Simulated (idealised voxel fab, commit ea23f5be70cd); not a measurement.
The name of this process module is voxel tone inversion.
cross-section cut | 280 nm wide | cells 5 nm
Cross-section layout: square cells on a grid; listed as bands, top to bottom; a band spans one or more cell rows. A band entry consists of two parts. The first gives the height of the band's top and the height of its bottom, in nm. The rest lists the band's materials from left to right, each with its width in nm. A single material labelled with the word "edge to edge" fills the band from edge to edge, and the word "air" marks empty space. For the purposes of this specification, 0 denotes the height below which the wafer in its as-received condition is composed wholly of one material, and the lowermost band, lacking a lower limit, extends downward without end, as expressed in "0..down". It should be noted that a width expressed as "30 to 40" varies in equal increments from row to row of cells within the band, taking the value of the first number at the top row and that of the second number at the bottom row. Where the words "left unchanged" appear for a step, the cross-section shows no cell changed by that step; every cell remained as before. "Listed closed voids": empty spaces of 8 cells or more with no open way to the top, each given as width x height at distance, distance from the left edge, all in nm. On each step's line, the part that comes after the settings is the simulator's own comment on the step. overlay nm: how far to the right of its planned place the mask lay on this masked step (negative: to the left).
These are the steps we planned for the process:
1 RECEIVE (material Si)
2 CONFORMAL_DEP (material SiN; thk nm 10)
3 DIRECTIONAL_DEP (material aC; thk nm 20)
4 PATTERN (tone cover; mask id POSTS; material resist; width nm 15; pitch nm 40; thk nm 30; overlay nm 0)
5 DIRECTIONAL_ETCH (etch materials aC; depth nm 20)
6 STRIP (etch materials resist)
7 FILL_DEP (material lowk; thk nm 5)
8 CMP (height nm 30)
9 STRIP (etch materials aC)
10 CONFORMAL_DEP (material TiN; thk nm 5)
11 FILL_DEP (material Ru; thk nm 5)
12 CMP (height nm 30)
13 CONFORMAL_DEP (material SiCN; thk nm 5)
The wafers in this document start out alike and differ in the width nm applied at step 4; the plan shows the value used for the first wafer.
Cross-section: the first of several wafers in its as-received state, i.e. following step 1:
* 0..down  Si edge to edge
* Listed closed voids: none
Wafer cross-section (first of several) - module end, post step 13 (last step):
* 35..30  SiCN edge to edge
* 30..15  95 nm lowk  5 nm TiN  5 nm Ru  5 nm TiN  25 nm lowk  5 nm TiN  5 nm Ru  5 nm TiN  25 nm lowk  5 nm TiN  5 nm Ru  5 nm TiN  90 nm lowk
* 15..10  95 nm lowk  15 nm TiN  25 nm lowk  15 nm TiN  25 nm lowk  15 nm TiN  90 nm lowk
* 10..0  SiN edge to edge
* 0..down  Si edge to edge
* Listed closed voids: none
Final wafer of several, shown in cross-section at the end of the module:
* 35..30  SiCN edge to edge
* 30..15  90 nm lowk  5 nm TiN  15 nm Ru  5 nm TiN  15 nm lowk  5 nm TiN  15 nm Ru  5 nm TiN  15 nm lowk  5 nm TiN  15 nm Ru  5 nm TiN  85 nm lowk
* 15..10  90 nm lowk  25 nm TiN  15 nm lowk  25 nm TiN  15 nm lowk  25 nm TiN  85 nm lowk
* 10..0  SiN edge to edge
* 0..down  Si edge to edge
* Listed closed voids: none
The table below has one row for each wafer; a row shows, as of the end of the module, how many cells of each material the wafer has gained, marked (+), or lost, marked (-), since it was received, and then the wafer's closed voids:
width nm 15; +9 Ru; +56 SiCN; +112 SiN; +27 TiN; +188 lowk; Listed closed voids: none
width nm 20; +18 Ru; +56 SiCN; +112 SiN; +30 TiN; +176 lowk; Listed closed voids: none
width nm 25; +27 Ru; +56 SiCN; +112 SiN; +33 TiN; +164 lowk; Listed closed voids: none
